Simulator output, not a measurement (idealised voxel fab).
Process module name: voxel transistor to metal
It is cross-section cut that appears here, measuring 180 nm in width, its square cells being 5 nm in size.
Cross-sections here: square-cell grids, written as top-down lists of bands, a band being one or more rows of cells. Look at the band entry: it leads with the top's height and the bottom's height in nm. Then it lists the materials left to right, with a width in nm for each. The word "throughout" on a single material says that material fills the band edge to edge. The word "empty" is empty space. Counting heights begins at 0, where everything beneath is, in the wafer as received, one material. The lowest band has no bottom; it goes on downwards, as "0 nm and below" shows. You'd read "30->40" like this: the band's top row of cells is as wide as the first number, its bottom row is as wide as the second, and going down, every row changes width by the same amount as the row before did. When a step is marked "all unchanged", none of the cells in the cross-section changed during that step. Entry "Closed void register". Content: empty spaces with no open connection to the top, size 8 cells or greater. Each: width x height at distance. Distance: from left edge. Unit: nm. Read whatever lies past the settings on a step's line as the simulator's own remark about the step. "overlay nm" denotes, for a step that has a mask, the displacement of the mask to the right of its planned place, with negative values corresponding to the left. Pairs from here to the end. Each: cross-section before one process step, cross-section after it, the latter only as far down as the lowest band that changed. Under each: the step between, and its settings. Mind that the pairs may be taken from different runs of this module on the same starting wafer; whether a pair continues from the pair above depends on its entry headed "Geometry before processing", and it does only where that entry says so.
# Geometry before processing
- 40 nm to 30 nm | 75 of empty, then 5 of SiN, then 20 of SiCN, then 5 of SiN, then 75 of empty
- 30 nm to 0 nm | 75 of empty, then 5 of SiN, then 20 of polySi, then 5 of SiN, then 75 of empty
- 0 nm to -5 nm | 30 of empty, then 10 of SiN, then 30 of empty, then 5 of pSi, then 30 of SiO2, then 5 of pSi, then 30 of empty, then 10 of SiN, then 30 of empty
- -5 nm to -10 nm | 45 of SiO2, then 30 of pSi, then 30 of Si, then 30 of pSi, then 45 of SiO2
- -10 nm to -25 nm | 40 of SiO2, then 100 of Si, then 40 of SiO2
- -25 nm and below | Si throughout
- Closed void register: none
# Sectional View, Post-Process
- 50 nm to 40 nm | SiO2 throughout
- 40 nm to 30 nm | 75 of SiO2, then 5 of SiN, then 20 of SiCN, then 5 of SiN, then 75 of SiO2
- 30 nm to 0 nm | 75 of SiO2, then 5 of SiN, then 20 of polySi, then 5 of SiN, then 75 of SiO2
- 0 nm to -5 nm | 30 of SiO2, then 10 of SiN, then 30 of SiO2, then 5 of pSi, then 30 of SiO2, then 5 of pSi, then 30 of SiO2, then 10 of SiN, then 30 of SiO2
- Note: structure below -5 unchanged.
- Closed void register: none
the step between: FILL_DEP,material SiO2,thk nm 10
Geometry before processing: taken from the pair above, after panel.
# Sectional View, Post-Process
- 40 nm to 30 nm | 75 of SiO2, then 5 of SiN, then 20 of SiCN, then 5 of SiN, then 75 of SiO2
- Note: structure below 30 unchanged.
- Closed void register: none
the step between: CMP,height nm 40
Geometry before processing: taken from the pair above, after panel.
# Sectional View, Post-Process
- 50 nm to 40 nm | SiO2 throughout
- Note: structure below 40 unchanged.
- Closed void register: none
the step between: DIRECTIONAL_DEP,material SiO2,thk nm 10
Geometry before processing: taken from the pair above, after panel.
# Sectional View, Post-Process
- 50 nm to 40 nm | 45 of SiO2, then 30 of empty, then 30 of SiO2, then 30 of empty, then 45 of SiO2
- 40 nm to 30 nm | 45 of SiO2, then 30 of empty, then 5 of SiN, then 20 of SiCN, then 5 of SiN, then 30 of empty, then 45 of SiO2
- 30 nm to 0 nm | 45 of SiO2, then 30 of empty, then 5 of SiN, then 20 of polySi, then 5 of SiN, then 30 of empty, then 45 of SiO2
- 0 nm to -5 nm | 30 of SiO2, then 10 of SiN, then 5 of SiO2, then 25 of empty, then 5 of pSi, then 30 of SiO2, then 5 of pSi, then 25 of empty, then 5 of SiO2, then 10 of SiN, then 30 of SiO2
- Note: structure below -5 unchanged.
- Closed void register: none
the step between: MASKED_ETCH,tone open,mask id CONTACT,width nm 30,pitch nm 60,etch materials SiO2,depth nm 55,overlay nm 0
Geometry before processing: taken from the pair above, after panel.
# Sectional View, Post-Process
- 55 nm to 50 nm | 50 of TiN, then 20 of empty, then 40 of TiN, then 20 of empty, then 50 of TiN
- 50 nm to 40 nm | 45 of SiO2, then 5 of TiN, then 20 of empty, then 5 of TiN, then 30 of SiO2, then 5 of TiN, then 20 of empty, then 5 of TiN, then 45 of SiO2
- 40 nm to 30 nm | 45 of SiO2, then 5 of TiN, then 20 of empty, then 5 of TiN, then 5 of SiN, then 20 of SiCN, then 5 of SiN, then 5 of TiN, then 20 of empty, then 5 of TiN, then 45 of SiO2
- 30 nm to 5 nm | 45 of SiO2, then 5 of TiN, then 20 of empty, then 5 of TiN, then 5 of SiN, then 20 of polySi, then 5 of SiN, then 5 of TiN, then 20 of empty, then 5 of TiN, then 45 of SiO2
- 5 nm to 0 nm | 45 of SiO2, then 5 of TiN, then 15 of empty, then 10 of TiN, then 5 of SiN, then 20 of polySi, then 5 of SiN, then 10 of TiN, then 15 of empty, then 5 of TiN, then 45 of SiO2
- 0 nm to -5 nm | 30 of SiO2, then 10 of SiN, then 5 of SiO2, then 25 of TiN, then 5 of pSi, then 30 of SiO2, then 5 of pSi, then 25 of TiN, then 5 of SiO2, then 10 of SiN, then 30 of SiO2
- Note: structure below -5 unchanged.
- Closed void register: none
the step between: CONFORMAL_DEP,material TiN,thk nm 5
Geometry before processing: taken from the pair above, after panel.
# Sectional View, Post-Process
- 60 nm to 55 nm | Ru throughout
- 55 nm to 50 nm | 50 of TiN, then 20 of Ru, then 40 of TiN, then 20 of Ru, then 50 of TiN
- 50 nm to 40 nm | 45 of SiO2, then 5 of TiN, then 20 of Ru, then 5 of TiN, then 30 of SiO2, then 5 of TiN, then 20 of Ru, then 5 of TiN, then 45 of SiO2
- 40 nm to 30 nm | 45 of SiO2, then 5 of TiN, then 20 of Ru, then 5 of TiN, then 5 of SiN, then 20 of SiCN, then 5 of SiN, then 5 of TiN, then 20 of Ru, then 5 of TiN, then 45 of SiO2
- 30 nm to 5 nm | 45 of SiO2, then 5 of TiN, then 20 of Ru, then 5 of TiN, then 5 of SiN, then 20 of polySi, then 5 of SiN, then 5 of TiN, then 20 of Ru, then 5 of TiN, then 45 of SiO2
- 5 nm to 0 nm | 45 of SiO2, then 5 of TiN, then 15 of Ru, then 10 of TiN, then 5 of SiN, then 20 of polySi, then 5 of SiN, then 10 of TiN, then 15 of Ru, then 5 of TiN, then 45 of SiO2
- Note: structure below 0 unchanged.
- Closed void register: none
the step between: FILL_DEP,material Ru,thk nm 5
Geometry before processing: taken from the pair above, after panel.
# Sectional View, Post-Process
- 50 nm to 40 nm | 45 of SiO2, then 5 of TiN, then 20 of Ru, then 5 of TiN, then 30 of SiO2, then 5 of TiN, then 20 of Ru, then 5 of TiN, then 45 of SiO2
- Note: structure below 40 unchanged.
- Closed void register: none
the step between: CMP,height nm 50
Geometry before processing: taken from the pair above, after panel.
# Sectional View, Post-Process
- 55 nm to 50 nm | SiCN throughout
- Note: structure below 50 unchanged.
- Closed void register: none
the step between: CONFORMAL_DEP,material SiCN,thk nm 5
Geometry before processing: taken from the pair above, after panel.
# Sectional View, Post-Process
- 75 nm to 55 nm | SiO2 throughout
- Note: structure below 55 unchanged.
- Closed void register: none
the step between: DIRECTIONAL_DEP,material SiO2,thk nm 20
Geometry before processing: taken from the pair above, after panel.
# Sectional View, Post-Process
- 90 nm to 75 nm | 45 of resist, then 15 of empty, then 60 of resist, then 15 of empty, then 45 of resist
- Note: structure below 75 unchanged.
- Closed void register: none
the step between: PATTERN,tone open,mask id METAL_1,material resist,width nm 15,pitch nm 75,thk nm 15,overlay nm 0
Geometry before processing: taken from the pair above, after panel.
# Sectional View, Post-Process
- 90 nm to 75 nm | 45 of resist, then 15 of empty, then 60 of resist, then 15 of empty, then 45 of resist
- 75 nm to 55 nm | 45 of SiO2, then 15 of empty, then 60 of SiO2, then 15 of empty, then 45 of SiO2
- Note: structure below 55 unchanged.
- Closed void register: none
the step between: DIRECTIONAL_ETCH,etch materials SiO2,depth nm 20
Geometry before processing: taken from the pair above, after panel.
# Sectional View, Post-Process
- 90 nm to 75 nm | 45 of resist, then 15 of empty, then 60 of resist, then 15 of empty, then 45 of resist
- 75 nm to 55 nm | 45 of SiO2, then 15 of empty, then 60 of SiO2, then 15 of empty, then 45 of SiO2
- 55 nm to 50 nm | 45 of SiCN, then 15 of empty, then 60 of SiCN, then 15 of empty, then 45 of SiCN
- Note: structure below 50 unchanged.
- Closed void register: none
the step between: DIRECTIONAL_ETCH,etch materials SiCN,depth nm 5
Geometry before processing: taken from the pair above, after panel.
# Sectional View, Post-Process
- 75 nm to 55 nm | 45 of SiO2, then 15 of empty, then 60 of SiO2, then 15 of empty, then 45 of SiO2
- Note: structure below 55 unchanged.
- Closed void register: none
the step between: STRIP,etch materials resist
Geometry before processing: taken from the pair above, after panel.
# Sectional View, Post-Process
- 80 nm to 75 nm | 50 of TiN, then 5 of empty, then 70 of TiN, then 5 of empty, then 50 of TiN
- 75 nm to 55 nm | 45 of SiO2, then 5 of TiN, then 5 of empty, then 5 of TiN, then 60 of SiO2, then 5 of TiN, then 5 of empty, then 5 of TiN, then 45 of SiO2
- 55 nm to 50 nm | 45 of SiCN, then 15 of TiN, then 60 of SiCN, then 15 of TiN, then 45 of SiCN
- Note: structure below 50 unchanged.
- Closed void register: none
the step between: CONFORMAL_DEP,material TiN,thk nm 5
Geometry before processing: taken from the pair above, after panel.
# Sectional View, Post-Process
- 85 nm to 80 nm | Cu throughout
- 80 nm to 75 nm | 50 of TiN, then 5 of Cu, then 70 of TiN, then 5 of Cu, then 50 of TiN
- 75 nm to 55 nm | 45 of SiO2, then 5 of TiN, then 5 of Cu, then 5 of TiN, then 60 of SiO2, then 5 of TiN, then 5 of Cu, then 5 of TiN, then 45 of SiO2
- Note: structure below 55 unchanged.
- Closed void register: none
the step between: FILL_DEP,material Cu,thk nm 5
Geometry before processing: taken from the pair above, after panel.
# Sectional View, Post-Process
- 75 nm to 55 nm | 45 of SiO2, then 5 of TiN, then 5 of Cu, then 5 of TiN, then 60 of SiO2, then 5 of TiN, then 5 of Cu, then 5 of TiN, then 45 of SiO2
- Note: structure below 55 unchanged.
- Closed void register: none
the step between: CMP,height nm 75
Geometry before processing: taken from the pair above, after panel.
# Sectional View, Post-Process
- 80 nm to 75 nm | SiCN throughout
- Note: structure below 75 unchanged.
- Closed void register: none
the step between: CONFORMAL_DEP,material SiCN,thk nm 5
Geometry before processing: taken from the pair above, after panel.
# Sectional View, Post-Process
- 115 nm to 80 nm | SiO2 throughout
- Note: structure below 80 unchanged.
- Closed void register: none
the step between: DIRECTIONAL_DEP,material SiO2,thk nm 35
Geometry before processing: taken from the pair above, after panel.
# Sectional View, Post-Process
- 130 nm to 115 nm | 45 of resist, then 15 of empty, then 60 of resist, then 15 of empty, then 45 of resist
- Note: structure below 115 unchanged.
- Closed void register: none
the step between: PATTERN,tone open,mask id METAL_2,material resist,width nm 15,pitch nm 75,thk nm 15,overlay nm 0
Geometry before processing: taken from the pair above, after panel.
# Sectional View, Post-Process
- 130 nm to 115 nm | 45 of resist, then 15 of empty, then 60 of resist, then 15 of empty, then 45 of resist
- 115 nm to 95 nm | 45 of SiO2, then 15 of empty, then 60 of SiO2, then 15 of empty, then 45 of SiO2
- Note: structure below 95 unchanged.
- Closed void register: none
the step between: DIRECTIONAL_ETCH,etch materials SiO2,depth nm 20
Geometry before processing: taken from the pair above, after panel.
# Sectional View, Post-Process
- 115 nm to 95 nm | 45 of SiO2, then 15 of empty, then 60 of SiO2, then 15 of empty, then 45 of SiO2
- Note: structure below 95 unchanged.
- Closed void register: none
the step between: STRIP,etch materials resist
Geometry before processing: taken from the pair above, after panel.
# Sectional View, Post-Process
- 130 nm to 115 nm | 45 of aC, then 15 of empty, then 60 of aC, then 15 of empty, then 45 of aC
- 115 nm to 110 nm | 45 of SiO2, then 15 of empty, then 60 of SiO2, then 15 of empty, then 45 of SiO2
- 110 nm to 95 nm | 45 of SiO2, then 15 of aC, then 60 of SiO2, then 15 of aC, then 45 of SiO2
- Note: structure below 95 unchanged.
- Closed void register: none
the step between: DIRECTIONAL_DEP,material aC,thk nm 15
Geometry before processing: taken from the pair above, after panel.
# Sectional View, Post-Process
- 160 nm to 130 nm | 45 of resist, then 15 of empty, then 60 of resist, then 15 of empty, then 45 of resist
- Note: structure below 130 unchanged.
- Closed void register: none
the step between: PATTERN,tone open,mask id METAL_2_HOLES,material resist,width nm 15,pitch nm 75,thk nm 30,overlay nm 0
Geometry before processing: taken from the pair above, after panel.
# Sectional View, Post-Process
- 145 nm to 130 nm | 45 of resist, then 15 of empty, then 60 of resist, then 15 of empty, then 45 of resist
- 130 nm to 115 nm | 45 of aC, then 15 of empty, then 60 of aC, then 15 of empty, then 45 of aC
- 115 nm to 95 nm | 45 of SiO2, then 15 of empty, then 60 of SiO2, then 15 of empty, then 45 of SiO2
- Note: structure below 95 unchanged.
- Closed void register: none
the step between: DIRECTIONAL_ETCH,etch materials aC,depth nm 15
Geometry before processing: taken from the pair above, after panel.
# Sectional View, Post-Process
- 130 nm to 115 nm | 45 of aC, then 15 of empty, then 60 of aC, then 15 of empty, then 45 of aC
- Note: structure below 115 unchanged.
- Closed void register: none
the step between: STRIP,etch materials resist
Geometry before processing: taken from the pair above, after panel.
# Sectional View, Post-Process
- 130 nm to 115 nm | 45 of aC, then 15 of empty, then 60 of aC, then 15 of empty, then 45 of aC
- 115 nm to 80 nm | 45 of SiO2, then 15 of empty, then 60 of SiO2, then 15 of empty, then 45 of SiO2
- Note: structure below 80 unchanged.
- Closed void register: none
the step between: DIRECTIONAL_ETCH,etch materials SiO2,depth nm 15
Geometry before processing: taken from the pair above, after panel.
# Sectional View, Post-Process
- 130 nm to 115 nm | 45 of aC, then 15 of empty, then 60 of aC, then 15 of empty, then 45 of aC
- 115 nm to 80 nm | 45 of SiO2, then 15 of empty, then 60 of SiO2, then 15 of empty, then 45 of SiO2
- 80 nm to 75 nm | 45 of SiCN, then 15 of empty, then 60 of SiCN, then 15 of empty, then 45 of SiCN
- Note: structure below 75 unchanged.
- Closed void register: none
the step between: DIRECTIONAL_ETCH,etch materials SiCN,depth nm 5
Geometry before processing: taken from the pair above, after panel.
# Sectional View, Post-Process
- 115 nm to 80 nm | 45 of SiO2, then 15 of empty, then 60 of SiO2, then 15 of empty, then 45 of SiO2
- Note: structure below 80 unchanged.
- Closed void register: none
the step between: STRIP,etch materials aC
Geometry before processing: taken from the pair above, after panel.
# Sectional View, Post-Process
- 120 nm to 115 nm | 50 of TiN, then 5 of empty, then 70 of TiN, then 5 of empty, then 50 of TiN
- 115 nm to 80 nm | 45 of SiO2, then 5 of TiN, then 5 of empty, then 5 of TiN, then 60 of SiO2, then 5 of TiN, then 5 of empty, then 5 of TiN, then 45 of SiO2
- 80 nm to 75 nm | 45 of SiCN, then 15 of TiN, then 60 of SiCN, then 15 of TiN, then 45 of SiCN
- Note: structure below 75 unchanged.
- Closed void register: none
the step between: CONFORMAL_DEP,material TiN,thk nm 5
Geometry before processing: taken from the pair above, after panel.
# Sectional View, Post-Process
- 125 nm to 120 nm | Ru throughout
- 120 nm to 115 nm | 50 of TiN, then 5 of Ru, then 70 of TiN, then 5 of Ru, then 50 of TiN
- 115 nm to 80 nm | 45 of SiO2, then 5 of TiN, then 5 of Ru, then 5 of TiN, then 60 of SiO2, then 5 of TiN, then 5 of Ru, then 5 of TiN, then 45 of SiO2
- Note: structure below 80 unchanged.
- Closed void register: none
the step between: FILL_DEP,material Ru,thk nm 5
Geometry before processing: taken from the pair above, after panel.
# Sectional View, Post-Process
- 115 nm to 80 nm | 45 of SiO2, then 5 of TiN, then 5 of Ru, then 5 of TiN, then 60 of SiO2, then 5 of TiN, then 5 of Ru, then 5 of TiN, then 45 of SiO2
- Note: structure below 80 unchanged.
- Closed void register: none
the step between: CMP,height nm 115
Geometry before processing: taken from the pair above, after panel.
# Sectional View, Post-Process
- 120 nm to 115 nm | SiN throughout
- Note: structure below 115 unchanged.
- Closed void register: none
the step between: CONFORMAL_DEP,material SiN,thk nm 5
# Geometry before processing
- 15 nm to 5 nm | 35 of empty, then 110 of SiN, then 35 of empty
- 5 nm to 0 nm | 35 of empty, then 110 of SiO2, then 35 of empty
- 0 nm to -20 nm | 35 of empty, then 110 of Si, then 35 of empty
- -20 nm and below | Si throughout
- Closed void register: none
# Sectional View, Post-Process
- 15 nm to 5 nm | 35 of empty, then 110 of SiN, then 35 of empty
- 5 nm to 0 nm | 35 of empty, then 110 of SiO2, then 35 of empty
- 0 nm to -40 nm | 35 of empty, then 110 of Si, then 35 of empty
- Note: structure below -40 unchanged.
- Closed void register: none
the step between: MASKED_ETCH,tone cover,mask id ACTIVE,width nm 110,etch materials Si,depth nm 20,overlay nm 0
Geometry before processing: taken from the pair above, after panel.
# Sectional View, Post-Process
- 15 nm to 5 nm | 35 of empty, then 110 of SiN, then 35 of empty
- 5 nm to 0 nm | 35 of empty, then 110 of SiO2, then 35 of empty
- 0 nm to -40 nm | 35 of empty, then 5 of SiO2, then 100 of Si, then 5 of SiO2, then 35 of empty
- -40 nm to -45 nm | 40 of SiO2, then 100 of Si, then 40 of SiO2
- Note: structure below -45 unchanged.
- Closed void register: none
the step between: OXIDIZE,depth nm 5
Geometry before processing: taken from the pair above, after panel.
# Sectional View, Post-Process
- 25 nm to 15 nm | SiO2 throughout
- 15 nm to 5 nm | 35 of SiO2, then 110 of SiN, then 35 of SiO2
- 5 nm to 0 nm | SiO2 throughout
- 0 nm to -45 nm | 40 of SiO2, then 100 of Si, then 40 of SiO2
- Note: structure below -45 unchanged.
- Closed void register: none
the step between: FILL_DEP,material SiO2,thk nm 10
Geometry before processing: taken from the pair above, after panel.
# Sectional View, Post-Process
- 15 nm to 5 nm | 35 of SiO2, then 110 of SiN, then 35 of SiO2
- Note: structure below 5 unchanged.
- Closed void register: none
the step between: CMP,height nm 15
Geometry before processing: taken from the pair above, after panel.
# Sectional View, Post-Process
- 15 nm to 5 nm | 35 of empty, then 110 of SiN, then 35 of empty
- Note: structure below 5 unchanged.
- Closed void register: none
the step between: SELECTIVE_ETCH,etch materials SiO2,depth nm 10
Geometry before processing: taken from the pair above, after panel.
# Sectional View, Post-Process
- 5 nm to 0 nm | SiO2 throughout
- Note: structure below 0 unchanged.
- Closed void register: none
the step between: STRIP,etch materials SiN
Geometry before processing: taken from the pair above, after panel.
# Sectional View, Post-Process
- 0 nm to -45 nm | 40 of SiO2, then 100 of Si, then 40 of SiO2
- Note: structure below -45 unchanged.
- Closed void register: none
the step between: SELECTIVE_ETCH,etch materials SiO2,depth nm 5
Geometry before processing: taken from the pair above, after panel.
# Sectional View, Post-Process
- 0 nm to -5 nm | SiO2 throughout
- Note: structure below -5 unchanged.
- Closed void register: none
the step between: OXIDIZE,depth nm 5
Geometry before processing: taken from the pair above, after panel.
# Sectional View, Post-Process
- 30 nm to 0 nm | polySi throughout
- Note: structure below 0 unchanged.
- Closed void register: none
the step between: DIRECTIONAL_DEP,material polySi,thk nm 30
Geometry before processing: taken from the pair above, after panel.
# Sectional View, Post-Process
- 40 nm to 30 nm | SiCN throughout
- Note: structure below 30 unchanged.
- Closed void register: none
the step between: DIRECTIONAL_DEP,material SiCN,thk nm 10
Geometry before processing: taken from the pair above, after panel.
# Sectional View, Post-Process
- 40 nm to 30 nm | 80 of empty, then 20 of SiCN, then 80 of empty
- Note: structure below 30 unchanged.
- Closed void register: none
the step between: MASKED_ETCH,tone cover,mask id GATE,width nm 20,etch materials SiCN,depth nm 20,overlay nm 0
Geometry before processing: taken from the pair above, after panel.
# Sectional View, Post-Process
- 40 nm to 30 nm | 80 of empty, then 20 of SiCN, then 80 of empty
- 30 nm to 0 nm | 80 of empty, then 20 of polySi, then 80 of empty
- Note: structure below 0 unchanged.
- Closed void register: none
the step between: MASKED_ETCH,tone cover,mask id GATE,width nm 20,etch materials polySi,depth nm 40,overlay nm 0
Geometry before processing: taken from the pair above, after panel.
# Sectional View, Post-Process
- 45 nm to 40 nm | 75 of empty, then 30 of SiN, then 75 of empty
- 40 nm to 30 nm | 75 of empty, then 5 of SiN, then 20 of SiCN, then 5 of SiN, then 75 of empty
- 30 nm to 5 nm | 75 of empty, then 5 of SiN, then 20 of polySi, then 5 of SiN, then 75 of empty
- 5 nm to 0 nm | 80 of SiN, then 20 of polySi, then 80 of SiN
- Note: structure below 0 unchanged.
- Closed void register: none
the step between: CONFORMAL_DEP,material SiN,thk nm 5
Geometry before processing: taken from the pair above, after panel.
# Sectional View, Post-Process
- 40 nm to 30 nm | 75 of empty, then 5 of SiN, then 20 of SiCN, then 5 of SiN, then 75 of empty
- 30 nm to 0 nm | 75 of empty, then 5 of SiN, then 20 of polySi, then 5 of SiN, then 75 of empty
- Note: structure below 0 unchanged.
- Closed void register: none
the step between: DIRECTIONAL_ETCH,etch materials SiN,depth nm 5
Geometry before processing: taken from the pair above, after panel.
# Sectional View, Post-Process
- 40 nm to 30 nm | 75 of empty, then 5 of SiN, then 20 of SiCN, then 5 of SiN, then 75 of empty
- 30 nm to 0 nm | 75 of empty, then 5 of SiN, then 20 of polySi, then 5 of SiN, then 75 of empty
- 0 nm to -5 nm | 75 of empty, then 30 of SiO2, then 75 of empty
- Note: structure below -5 unchanged.
- Closed void register: none
the step between: DIRECTIONAL_ETCH,etch materials SiO2,depth nm 5
Geometry before processing: taken from the pair above, after panel.
# Sectional View, Post-Process
- 40 nm to 30 nm | 75 of empty, then 5 of SiN, then 20 of SiCN, then 5 of SiN, then 75 of empty
- 30 nm to 0 nm | 75 of empty, then 5 of SiN, then 20 of polySi, then 5 of SiN, then 75 of empty
- 0 nm to -5 nm | 75 of empty, then 30 of SiO2, then 75 of empty
- -5 nm to -10 nm | 40 of SiO2, then 35 of empty, then 30 of Si, then 35 of empty, then 40 of SiO2
- Note: structure below -10 unchanged.
- Closed void register: none
the step between: DIRECTIONAL_ETCH,etch materials Si,depth nm 5
Geometry before processing: taken from the pair above, after panel.
# Sectional View, Post-Process
- 40 nm to 30 nm | 75 of empty, then 5 of SiN, then 20 of SiCN, then 5 of SiN, then 75 of empty
- 30 nm to 0 nm | 75 of empty, then 5 of SiN, then 20 of polySi, then 5 of SiN, then 75 of empty
- 0 nm to -5 nm | 70 of empty, then 5 of pSi, then 30 of SiO2, then 5 of pSi, then 70 of empty
- -5 nm to -10 nm | 40 of SiO2, then 35 of pSi, then 30 of Si, then 35 of pSi, then 40 of SiO2
- Note: structure below -10 unchanged.
- Closed void register: none
the step between: EPI,material pSi,thk nm 5
Geometry before processing: taken from the pair above, after panel.
# Sectional View, Post-Process
- 50 nm to 40 nm | SiO2 throughout
- 40 nm to 30 nm | 75 of SiO2, then 5 of SiN, then 20 of SiCN, then 5 of SiN, then 75 of SiO2
- 30 nm to 0 nm | 75 of SiO2, then 5 of SiN, then 20 of polySi, then 5 of SiN, then 75 of SiO2
- 0 nm to -5 nm | 70 of SiO2, then 5 of pSi, then 30 of SiO2, then 5 of pSi, then 70 of SiO2
- Note: structure below -5 unchanged.
- Closed void register: none
the step between: FILL_DEP,material SiO2,thk nm 10
Geometry before processing: taken from the pair above, after panel.
# Sectional View, Post-Process
- 40 nm to 30 nm | 75 of SiO2, then 5 of SiN, then 20 of SiCN, then 5 of SiN, then 75 of SiO2
- Note: structure below 30 unchanged.
- Closed void register: none
the step between: CMP,height nm 40
Geometry before processing: taken from the pair above, after panel.
# Sectional View, Post-Process
- 50 nm to 40 nm | SiO2 throughout
- Note: structure below 40 unchanged.
- Closed void register: none
the step between: DIRECTIONAL_DEP,material SiO2,thk nm 10
Geometry before processing: taken from the pair above, after panel.
# Sectional View, Post-Process
- 50 nm to 40 nm | 45 of SiO2, then 30 of empty, then 30 of SiO2, then 30 of empty, then 45 of SiO2
- 40 nm to 30 nm | 45 of SiO2, then 30 of empty, then 5 of SiN, then 20 of SiCN, then 5 of SiN, then 30 of empty, then 45 of SiO2
- 30 nm to 0 nm | 45 of SiO2, then 30 of empty, then 5 of SiN, then 20 of polySi, then 5 of SiN, then 30 of empty, then 45 of SiO2
- 0 nm to -5 nm | 45 of SiO2, then 25 of empty, then 5 of pSi, then 30 of SiO2, then 5 of pSi, then 25 of empty, then 45 of SiO2
- Note: structure below -5 unchanged.
- Closed void register: none
the step between: MASKED_ETCH,tone open,mask id CONTACT,width nm 30,pitch nm 60,etch materials SiO2,depth nm 55,overlay nm 0
Geometry before processing: taken from the pair above, after panel.
# Sectional View, Post-Process
- 55 nm to 50 nm | 50 of TiN, then 20 of empty, then 40 of TiN, then 20 of empty, then 50 of TiN
- 50 nm to 40 nm | 45 of SiO2, then 5 of TiN, then 20 of empty, then 5 of TiN, then 30 of SiO2, then 5 of TiN, then 20 of empty, then 5 of TiN, then 45 of SiO2
- 40 nm to 30 nm | 45 of SiO2, then 5 of TiN, then 20 of empty, then 5 of TiN, then 5 of SiN, then 20 of SiCN, then 5 of SiN, then 5 of TiN, then 20 of empty, then 5 of TiN, then 45 of SiO2
- 30 nm to 5 nm | 45 of SiO2, then 5 of TiN, then 20 of empty, then 5 of TiN, then 5 of SiN, then 20 of polySi, then 5 of SiN, then 5 of TiN, then 20 of empty, then 5 of TiN, then 45 of SiO2
- 5 nm to 0 nm | 45 of SiO2, then 5 of TiN, then 15 of empty, then 10 of TiN, then 5 of SiN, then 20 of polySi, then 5 of SiN, then 10 of TiN, then 15 of empty, then 5 of TiN, then 45 of SiO2
- 0 nm to -5 nm | 45 of SiO2, then 25 of TiN, then 5 of pSi, then 30 of SiO2, then 5 of pSi, then 25 of TiN, then 45 of SiO2
- Note: structure below -5 unchanged.
- Closed void register: none
the step between: CONFORMAL_DEP,material TiN,thk nm 5
Geometry before processing: taken from the pair above, after panel.
# Sectional View, Post-Process
- 60 nm to 55 nm | Ru throughout
- 55 nm to 50 nm | 50 of TiN, then 20 of Ru, then 40 of TiN, then 20 of Ru, then 50 of TiN
- 50 nm to 40 nm | 45 of SiO2, then 5 of TiN, then 20 of Ru, then 5 of TiN, then 30 of SiO2, then 5 of TiN, then 20 of Ru, then 5 of TiN, then 45 of SiO2
- 40 nm to 30 nm | 45 of SiO2, then 5 of TiN, then 20 of Ru, then 5 of TiN, then 5 of SiN, then 20 of SiCN, then 5 of SiN, then 5 of TiN, then 20 of Ru, then 5 of TiN, then 45 of SiO2
- 30 nm to 5 nm | 45 of SiO2, then 5 of TiN, then 20 of Ru, then 5 of TiN, then 5 of SiN, then 20 of polySi, then 5 of SiN, then 5 of TiN, then 20 of Ru, then 5 of TiN, then 45 of SiO2
- 5 nm to 0 nm | 45 of SiO2, then 5 of TiN, then 15 of Ru, then 10 of TiN, then 5 of SiN, then 20 of polySi, then 5 of SiN, then 10 of TiN, then 15 of Ru, then 5 of TiN, then 45 of SiO2
- Note: structure below 0 unchanged.
- Closed void register: none
the step between: FILL_DEP,material Ru,thk nm 5
Geometry before processing: taken from the pair above, after panel.
# Sectional View, Post-Process
- 50 nm to 40 nm | 45 of SiO2, then 5 of TiN, then 20 of Ru, then 5 of TiN, then 30 of SiO2, then 5 of TiN, then 20 of Ru, then 5 of TiN, then 45 of SiO2
- Note: structure below 40 unchanged.
- Closed void register: none
the step between: CMP,height nm 50
Geometry before processing: taken from the pair above, after panel.
# Sectional View, Post-Process
- 55 nm to 50 nm | SiCN throughout
- Note: structure below 50 unchanged.
- Closed void register: none
the step between: CONFORMAL_DEP,material SiCN,thk nm 5
Geometry before processing: taken from the pair above, after panel.
# Sectional View, Post-Process
- 75 nm to 55 nm | SiO2 throughout
- Note: structure below 55 unchanged.
- Closed void register: none
the step between: DIRECTIONAL_DEP,material SiO2,thk nm 20
Geometry before processing: taken from the pair above, after panel.
# Sectional View, Post-Process
- 90 nm to 75 nm | 45 of resist, then 15 of empty, then 60 of resist, then 15 of empty, then 45 of resist
- Note: structure below 75 unchanged.
- Closed void register: none
the step between: PATTERN,tone open,mask id METAL_1,material resist,width nm 15,pitch nm 75,thk nm 15,overlay nm 0
Geometry before processing: taken from the pair above, after panel.
# Sectional View, Post-Process
- 90 nm to 75 nm | 45 of resist, then 15 of empty, then 60 of resist, then 15 of empty, then 45 of resist
- 75 nm to 55 nm | 45 of SiO2, then 15 of empty, then 60 of SiO2, then 15 of empty, then 45 of SiO2
- Note: structure below 55 unchanged.
- Closed void register: none
the step between: DIRECTIONAL_ETCH,etch materials SiO2,depth nm 20
Geometry before processing: taken from the pair above, after panel.
# Sectional View, Post-Process
- 90 nm to 75 nm | 45 of resist, then 15 of empty, then 60 of resist, then 15 of empty, then 45 of resist
- 75 nm to 55 nm | 45 of SiO2, then 15 of empty, then 60 of SiO2, then 15 of empty, then 45 of SiO2
- 55 nm to 50 nm | 45 of SiCN, then 15 of empty, then 60 of SiCN, then 15 of empty, then 45 of SiCN
- Note: structure below 50 unchanged.
- Closed void register: none
the step between: DIRECTIONAL_ETCH,etch materials SiCN,depth nm 5
Geometry before processing: taken from the pair above, after panel.
# Sectional View, Post-Process
- 75 nm to 55 nm | 45 of SiO2, then 15 of empty, then 60 of SiO2, then 15 of empty, then 45 of SiO2
- Note: structure below 55 unchanged.
- Closed void register: none
the step between: STRIP,etch materials resist
Geometry before processing: taken from the pair above, after panel.
# Sectional View, Post-Process
- 80 nm to 75 nm | 50 of TiN, then 5 of empty, then 70 of TiN, then 5 of empty, then 50 of TiN
- 75 nm to 55 nm | 45 of SiO2, then 5 of TiN, then 5 of empty, then 5 of TiN, then 60 of SiO2, then 5 of TiN, then 5 of empty, then 5 of TiN, then 45 of SiO2
- 55 nm to 50 nm | 45 of SiCN, then 15 of TiN, then 60 of SiCN, then 15 of TiN, then 45 of SiCN
- Note: structure below 50 unchanged.
- Closed void register: none
the step between: CONFORMAL_DEP,material TiN,thk nm 5
Geometry before processing: taken from the pair above, after panel.
# Sectional View, Post-Process
- 85 nm to 80 nm | Cu throughout
- 80 nm to 75 nm | 50 of TiN, then 5 of Cu, then 70 of TiN, then 5 of Cu, then 50 of TiN
- 75 nm to 55 nm | 45 of SiO2, then 5 of TiN, then 5 of Cu, then 5 of TiN, then 60 of SiO2, then 5 of TiN, then 5 of Cu, then 5 of TiN, then 45 of SiO2
- Note: structure below 55 unchanged.
- Closed void register: none
the step between: FILL_DEP,material Cu,thk nm 5
